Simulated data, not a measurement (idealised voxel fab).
process module | voxel gate over fins
cross-section cut | 275 nm wide | cells 5 nm
A cross-section is a grid of square cells, given in bands from the top down. A band is one or more rows of cells.
Each band's line starts with the height of the band's top and of its bottom, in nm. Then come its materials from left to right, each with its width in nm. One material with "throughout" fills the band from edge to edge. "air" is empty space.
Height 0 is the level under which the wafer as received is all one material. The lowest band goes on downwards, as in "0 down".
A width such as "30 to 40" changes by the same amount from each row of cells to the next, from the band's top row to its bottom row.
"no change" after a step means that no cell of the cross-section changed.
closed voids: empty space of 8 cells or more with no open way to the top, each as width x height at its distance from the left edge, in nm
after a step's settings: what the simulator itself notes on the step
overlay nm, on a step with a mask: how far to the right of its planned place the mask lay; to the left if negative
plan
1 op RECEIVE | material Si
2 op CONFORMAL_DEP | material SiN | thk nm 10
3 op MASKED_ETCH | tone cover | mask id FINS | width nm 15 | pitch nm 40 | etch materials SiN | depth nm 10 | overlay nm 0
4 op MASKED_ETCH | tone cover | mask id FINS | width nm 15 | pitch nm 40 | etch materials Si | depth nm 30 | overlay nm 0
5 op OXIDIZE | depth nm 5
6 op FILL_DEP | material SiO2 | thk nm 10
7 op CMP | height nm 10
8 op SELECTIVE_ETCH | etch materials SiO2 | depth nm 25
9 op STRIP | etch materials SiN
10 op CONFORMAL_DEP | material HfO2 | thk nm 5
11 op CONFORMAL_DEP | material TiN | thk nm 5
12 op FILL_DEP | material W | thk nm 10
13 op CMP | height nm 15
14 op CONFORMAL_DEP | material SiCN | thk nm 10
as received, after step 1
  0 down: Si throughout
  closed voids: none
first wafer at the end, as planned
  25 to 15: SiCN throughout
  15 to 10: W throughout
  10 to 5: W 105 | TiN 25 | W 15 | TiN 25 | W 105
  5 to 0: W 105 | TiN 5 | HfO2 15 | TiN 5 | W 15 | TiN 5 | HfO2 15 | TiN 5 | W 105
  0 to -5: W 105 | TiN 5 | HfO2 5 | Si 5 | HfO2 5 | TiN 5 | W 15 | TiN 5 | HfO2 5 | Si 5 | HfO2 5 | TiN 5 | W 105
  -5 to -10: TiN 110 | HfO2 5 | Si 5 | HfO2 5 | TiN 25 | HfO2 5 | Si 5 | HfO2 5 | TiN 110
  -10 to -15: HfO2 115 | Si 5 | HfO2 35 | Si 5 | HfO2 115
  -15 to -35: SiO2 115 | Si 5 | SiO2 35 | Si 5 | SiO2 115
  -35 down: Si throughout
  closed voids: none
second wafer at the end: like start, like plan, one mistake
  25 to 15: SiCN throughout
  15 to 10: W throughout
  10 to 5: W 105 | HfO2 25 | W 15 | HfO2 25 | W 105
  5 to 0: W 105 | HfO2 5 | TiN 15 | HfO2 5 | W 15 | HfO2 5 | TiN 15 | HfO2 5 | W 105
  0 to -5: W 105 | HfO2 5 | TiN 5 | Si 5 | TiN 5 | HfO2 5 | W 15 | HfO2 5 | TiN 5 | Si 5 | TiN 5 | HfO2 5 | W 105
  -5 to -10: HfO2 110 | TiN 5 | Si 5 | TiN 5 | HfO2 25 | TiN 5 | Si 5 | TiN 5 | HfO2 110
  -10 to -15: TiN 115 | Si 5 | TiN 35 | Si 5 | TiN 115
  -15 to -35: SiO2 115 | Si 5 | SiO2 35 | Si 5 | SiO2 115
  -35 down: Si throughout
  closed voids: none
what went wrong: steps 10 and 11 were swapped
at the end the second wafer has, in cells: as many of each material as the first, in other places
